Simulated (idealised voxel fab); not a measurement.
Process module heading - voxel trench capacitor
Section cut is 295 nm wide and gridded with 5 nm square cells.
A cross-section is a grid of square cells, given in bands from the top down. A band is one or more rows of cells.
A band entry consists of two parts. The first gives the height of the band's top and the height of its bottom, in nm. The rest lists the band's materials from left to right, each with its width in nm. A single material labelled with the word "everywhere" fills the band from edge to edge, and the word "air" marks empty space.
Counting heights begins at 0, where everything beneath is, in the wafer as received, one material. The lowest band has no bottom; it goes on downwards, as "0 down" shows.
The notation "30 to 40" denotes a width that varies across the rows of cells in the band, beginning at the first number in the top row, finishing at the second number in the bottom row, and changing by an identical amount from each row to the next.
Where the words "identical to before" appear for a step, the cross-section shows no cell changed by that step; every cell remained as before.
In "Fully closed voids" the enclosed voids are listed, meaning empty spaces of 8 cells or larger without any opening to the top. The form is width x height at distance, distance from the left edge, units nm.
Text after the settings on a step's line: the simulator's own remark on that step.
What "overlay nm" on a step's line means: if the step has a mask, that mask lay this far to the right of its planned place, or, when the value is negative, to the left.
Layout of what follows: cross-section pairs, each bracketing one process step, the after cross-section shown only to the lowest band that changed, the step between and its settings noted under each pair. Pairs may originate in different runs of this module on the same starting wafer; a pair continues from the pair above only where its entry headed "State before step" says so.

STATE BEFORE STEP
    10 to 0: 55 of SiN, then 25 of air, then 20 of SiN, then 25 of air, then 20 of SiN, then 25 of air, then 20 of SiN, then 25 of air, then 80 of SiN
    0 to -30: 55 of Si, then 25 of air, then 20 of Si, then 25 of air, then 20 of Si, then 25 of air, then 20 of Si, then 25 of air, then 80 of Si
    -30 down: Si everywhere
    Fully closed voids: none

POST-PROCESS VIEW
    15 to 10: 60 of Al2O3, then 15 of air, then 30 of Al2O3, then 15 of air, then 30 of Al2O3, then 15 of air, then 30 of Al2O3, then 15 of air, then 85 of Al2O3
    10 to 0: 55 of SiN, then 5 of Al2O3, then 15 of air, then 5 of Al2O3, then 20 of SiN, then 5 of Al2O3, then 15 of air, then 5 of Al2O3, then 20 of SiN, then 5 of Al2O3, then 15 of air, then 5 of Al2O3, then 20 of SiN, then 5 of Al2O3, then 15 of air, then 5 of Al2O3, then 80 of SiN
    0 to -25: 55 of Si, then 5 of Al2O3, then 15 of air, then 5 of Al2O3, then 20 of Si, then 5 of Al2O3, then 15 of air, then 5 of Al2O3, then 20 of Si, then 5 of Al2O3, then 15 of air, then 5 of Al2O3, then 20 of Si, then 5 of Al2O3, then 15 of air, then 5 of Al2O3, then 80 of Si
    -25 to -30: 55 of Si, then 25 of Al2O3, then 20 of Si, then 25 of Al2O3, then 20 of Si, then 25 of Al2O3, then 20 of Si, then 25 of Al2O3, then 80 of Si
    Under the height -30 nothing was changed.
    Fully closed voids: none
To go from the before cross-section above to the after cross-section, apply CONFORMAL_DEP, material Al2O3, thk nm 5

State before step: the state before this step is the cross-section shown after the step in the pair just above.

POST-PROCESS VIEW
    20 to 15: polySi everywhere
    15 to 10: 60 of Al2O3, then 15 of polySi, then 30 of Al2O3, then 15 of polySi, then 30 of Al2O3, then 15 of polySi, then 30 of Al2O3, then 15 of polySi, then 85 of Al2O3
    10 to 0: 55 of SiN, then 5 of Al2O3, then 15 of polySi, then 5 of Al2O3, then 20 of SiN, then 5 of Al2O3, then 15 of polySi, then 5 of Al2O3, then 20 of SiN, then 5 of Al2O3, then 15 of polySi, then 5 of Al2O3, then 20 of SiN, then 5 of Al2O3, then 15 of polySi, then 5 of Al2O3, then 80 of SiN
    0 to -25: 55 of Si, then 5 of Al2O3, then 15 of polySi, then 5 of Al2O3, then 20 of Si, then 5 of Al2O3, then 15 of polySi, then 5 of Al2O3, then 20 of Si, then 5 of Al2O3, then 15 of polySi, then 5 of Al2O3, then 20 of Si, then 5 of Al2O3, then 15 of polySi, then 5 of Al2O3, then 80 of Si
    Under the height -25 nothing was changed.
    Fully closed voids: none
To go from the before cross-section above to the after cross-section, apply FILL_DEP, material polySi, thk nm 5

State before step: the state before this step is the cross-section shown after the step in the pair just above.

POST-PROCESS VIEW
    10 to 0: 55 of SiN, then 5 of Al2O3, then 15 of polySi, then 5 of Al2O3, then 20 of SiN, then 5 of Al2O3, then 15 of polySi, then 5 of Al2O3, then 20 of SiN, then 5 of Al2O3, then 15 of polySi, then 5 of Al2O3, then 20 of SiN, then 5 of Al2O3, then 15 of polySi, then 5 of Al2O3, then 80 of SiN
    Under the height 0 nothing was changed.
    Fully closed voids: none
To go from the before cross-section above to the after cross-section, apply CMP, height nm 10

STATE BEFORE STEP
    10 to 0: 65 of SiN, then 25 of air, then 20 of SiN, then 25 of air, then 20 of SiN, then 25 of air, then 20 of SiN, then 25 of air, then 70 of SiN
    0 to -30: 65 of Si, then 25 of air, then 20 of Si, then 25 of air, then 20 of Si, then 25 of air, then 20 of Si, then 25 of air, then 70 of Si
    -30 down: Si everywhere
    Fully closed voids: none

POST-PROCESS VIEW
    15 to 10: 70 of aC, then 15 of air, then 30 of aC, then 15 of air, then 30 of aC, then 15 of air, then 30 of aC, then 15 of air, then 75 of aC
    10 to 0: 65 of SiN, then 5 of aC, then 15 of air, then 5 of aC, then 20 of SiN, then 5 of aC, then 15 of air, then 5 of aC, then 20 of SiN, then 5 of aC, then 15 of air, then 5 of aC, then 20 of SiN, then 5 of aC, then 15 of air, then 5 of aC, then 70 of SiN
    0 to -25: 65 of Si, then 5 of aC, then 15 of air, then 5 of aC, then 20 of Si, then 5 of aC, then 15 of air, then 5 of aC, then 20 of Si, then 5 of aC, then 15 of air, then 5 of aC, then 20 of Si, then 5 of aC, then 15 of air, then 5 of aC, then 70 of Si
    -25 to -30: 65 of Si, then 25 of aC, then 20 of Si, then 25 of aC, then 20 of Si, then 25 of aC, then 20 of Si, then 25 of aC, then 70 of Si
    Under the height -30 nothing was changed.
    Fully closed voids: none
To go from the before cross-section above to the after cross-section, apply CONFORMAL_DEP, material aC, thk nm 5

State before step: the state before this step is the cross-section shown after the step in the pair just above.

POST-PROCESS VIEW
    20 to 15: polySi everywhere
    15 to 10: 70 of aC, then 15 of polySi, then 30 of aC, then 15 of polySi, then 30 of aC, then 15 of polySi, then 30 of aC, then 15 of polySi, then 75 of aC
    10 to 0: 65 of SiN, then 5 of aC, then 15 of polySi, then 5 of aC, then 20 of SiN, then 5 of aC, then 15 of polySi, then 5 of aC, then 20 of SiN, then 5 of aC, then 15 of polySi, then 5 of aC, then 20 of SiN, then 5 of aC, then 15 of polySi, then 5 of aC, then 70 of SiN
    0 to -25: 65 of Si, then 5 of aC, then 15 of polySi, then 5 of aC, then 20 of Si, then 5 of aC, then 15 of polySi, then 5 of aC, then 20 of Si, then 5 of aC, then 15 of polySi, then 5 of aC, then 20 of Si, then 5 of aC, then 15 of polySi, then 5 of aC, then 70 of Si
    Under the height -25 nothing was changed.
    Fully closed voids: none
To go from the before cross-section above to the after cross-section, apply FILL_DEP, material polySi, thk nm 5

State before step: the state before this step is the cross-section shown after the step in the pair just above.

POST-PROCESS VIEW
    10 to 0: 65 of SiN, then 5 of aC, then 15 of polySi, then 5 of aC, then 20 of SiN, then 5 of aC, then 15 of polySi, then 5 of aC, then 20 of SiN, then 5 of aC, then 15 of polySi, then 5 of aC, then 20 of SiN, then 5 of aC, then 15 of polySi, then 5 of aC, then 70 of SiN
    Under the height 0 nothing was changed.
    Fully closed voids: none
To go from the before cross-section above to the after cross-section, apply CMP, height nm 10

STATE BEFORE STEP
    20 to 10: aC everywhere
    10 to 0: SiN everywhere
    0 down: Si everywhere
    Fully closed voids: none

POST-PROCESS VIEW
    50 to 20: 65 of air, then 25 of resist, then 20 of air, then 25 of resist, then 20 of air, then 25 of resist, then 20 of air, then 25 of resist, then 70 of air
    Under the height 20 nothing was changed.
    Fully closed voids: none
To go from the before cross-section above to the after cross-section, apply PATTERN, tone cover, mask id TRENCH, material resist, width nm 25, pitch nm 45, thk nm 30, overlay nm 0

State before step: the state before this step is the cross-section shown after the step in the pair just above.

POST-PROCESS VIEW
    40 to 20: 65 of air, then 25 of resist, then 20 of air, then 25 of resist, then 20 of air, then 25 of resist, then 20 of air, then 25 of resist, then 70 of air
    20 to 10: 65 of air, then 25 of aC, then 20 of air, then 25 of aC, then 20 of air, then 25 of aC, then 20 of air, then 25 of aC, then 70 of air
    Under the height 10 nothing was changed.
    Fully closed voids: none
To go from the before cross-section above to the after cross-section, apply DIRECTIONAL_ETCH, etch materials aC, depth nm 10

State before step: the state before this step is the cross-section shown after the step in the pair just above.

POST-PROCESS VIEW
    20 to 10: 65 of air, then 25 of aC, then 20 of air, then 25 of aC, then 20 of air, then 25 of aC, then 20 of air, then 25 of aC, then 70 of air
    Under the height 10 nothing was changed.
    Fully closed voids: none
To go from the before cross-section above to the after cross-section, apply STRIP, etch materials resist

State before step: the state before this step is the cross-section shown after the step in the pair just above.

POST-PROCESS VIEW
    20 to 10: 65 of air, then 25 of aC, then 20 of air, then 25 of aC, then 20 of air, then 25 of aC, then 20 of air, then 25 of aC, then 70 of air
    10 to 0: 65 of air, then 25 of SiN, then 20 of air, then 25 of SiN, then 20 of air, then 25 of SiN, then 20 of air, then 25 of SiN, then 70 of air
    Under the height 0 nothing was changed.
    Fully closed voids: none
To go from the before cross-section above to the after cross-section, apply DIRECTIONAL_ETCH, etch materials SiN, depth nm 10

State before step: the state before this step is the cross-section shown after the step in the pair just above.

POST-PROCESS VIEW
    20 to 10: 65 of air, then 25 of aC, then 20 of air, then 25 of aC, then 20 of air, then 25 of aC, then 20 of air, then 25 of aC, then 70 of air
    10 to 0: 65 of air, then 25 of SiN, then 20 of air, then 25 of SiN, then 20 of air, then 25 of SiN, then 20 of air, then 25 of SiN, then 70 of air
    0 to -30: 65 of air, then 25 of Si, then 20 of air, then 25 of Si, then 20 of air, then 25 of Si, then 20 of air, then 25 of Si, then 70 of air
    Under the height -30 nothing was changed.
    Fully closed voids: none
To go from the before cross-section above to the after cross-section, apply DIRECTIONAL_ETCH, etch materials Si, depth nm 30

State before step: the state before this step is the cross-section shown after the step in the pair just above.

POST-PROCESS VIEW
    10 to 0: 65 of air, then 25 of SiN, then 20 of air, then 25 of SiN, then 20 of air, then 25 of SiN, then 20 of air, then 25 of SiN, then 70 of air
    Under the height 0 nothing was changed.
    Fully closed voids: none
To go from the before cross-section above to the after cross-section, apply STRIP, etch materials aC

State before step: the state before this step is the cross-section shown after the step in the pair just above.

POST-PROCESS VIEW
    15 to 10: 60 of air, then 35 of Al2O3, then 10 of air, then 35 of Al2O3, then 10 of air, then 35 of Al2O3, then 10 of air, then 35 of Al2O3, then 65 of air
    10 to 0: 60 of air, then 5 of Al2O3, then 25 of SiN, then 5 of Al2O3, then 10 of air, then 5 of Al2O3, then 25 of SiN, then 5 of Al2O3, then 10 of air, then 5 of Al2O3, then 25 of SiN, then 5 of Al2O3, then 10 of air, then 5 of Al2O3, then 25 of SiN, then 5 of Al2O3, then 65 of air
    0 to -25: 60 of air, then 5 of Al2O3, then 25 of Si, then 5 of Al2O3, then 10 of air, then 5 of Al2O3, then 25 of Si, then 5 of Al2O3, then 10 of air, then 5 of Al2O3, then 25 of Si, then 5 of Al2O3, then 10 of air, then 5 of Al2O3, then 25 of Si, then 5 of Al2O3, then 65 of air
    -25 to -30: 65 of Al2O3, then 25 of Si, then 20 of Al2O3, then 25 of Si, then 20 of Al2O3, then 25 of Si, then 20 of Al2O3, then 25 of Si, then 70 of Al2O3
    Under the height -30 nothing was changed.
    Fully closed voids: none
To go from the before cross-section above to the after cross-section, apply CONFORMAL_DEP, material Al2O3, thk nm 5

State before step: the state before this step is the cross-section shown after the step in the pair just above.

POST-PROCESS VIEW
    20 to 15: polySi everywhere
    15 to 10: 60 of polySi, then 35 of Al2O3, then 10 of polySi, then 35 of Al2O3, then 10 of polySi, then 35 of Al2O3, then 10 of polySi, then 35 of Al2O3, then 65 of polySi
    10 to 0: 60 of polySi, then 5 of Al2O3, then 25 of SiN, then 5 of Al2O3, then 10 of polySi, then 5 of Al2O3, then 25 of SiN, then 5 of Al2O3, then 10 of polySi, then 5 of Al2O3, then 25 of SiN, then 5 of Al2O3, then 10 of polySi, then 5 of Al2O3, then 25 of SiN, then 5 of Al2O3, then 65 of polySi
    0 to -25: 60 of polySi, then 5 of Al2O3, then 25 of Si, then 5 of Al2O3, then 10 of polySi, then 5 of Al2O3, then 25 of Si, then 5 of Al2O3, then 10 of polySi, then 5 of Al2O3, then 25 of Si, then 5 of Al2O3, then 10 of polySi, then 5 of Al2O3, then 25 of Si, then 5 of Al2O3, then 65 of polySi
    Under the height -25 nothing was changed.
    Fully closed voids: none
To go from the before cross-section above to the after cross-section, apply FILL_DEP, material polySi, thk nm 5

State before step: the state before this step is the cross-section shown after the step in the pair just above.

POST-PROCESS VIEW
    10 to 0: 60 of polySi, then 5 of Al2O3, then 25 of SiN, then 5 of Al2O3, then 10 of polySi, then 5 of Al2O3, then 25 of SiN, then 5 of Al2O3, then 10 of polySi, then 5 of Al2O3, then 25 of SiN, then 5 of Al2O3, then 10 of polySi, then 5 of Al2O3, then 25 of SiN, then 5 of Al2O3, then 65 of polySi
    Under the height 0 nothing was changed.
    Fully closed voids: none
To go from the before cross-section above to the after cross-section, apply CMP, height nm 10
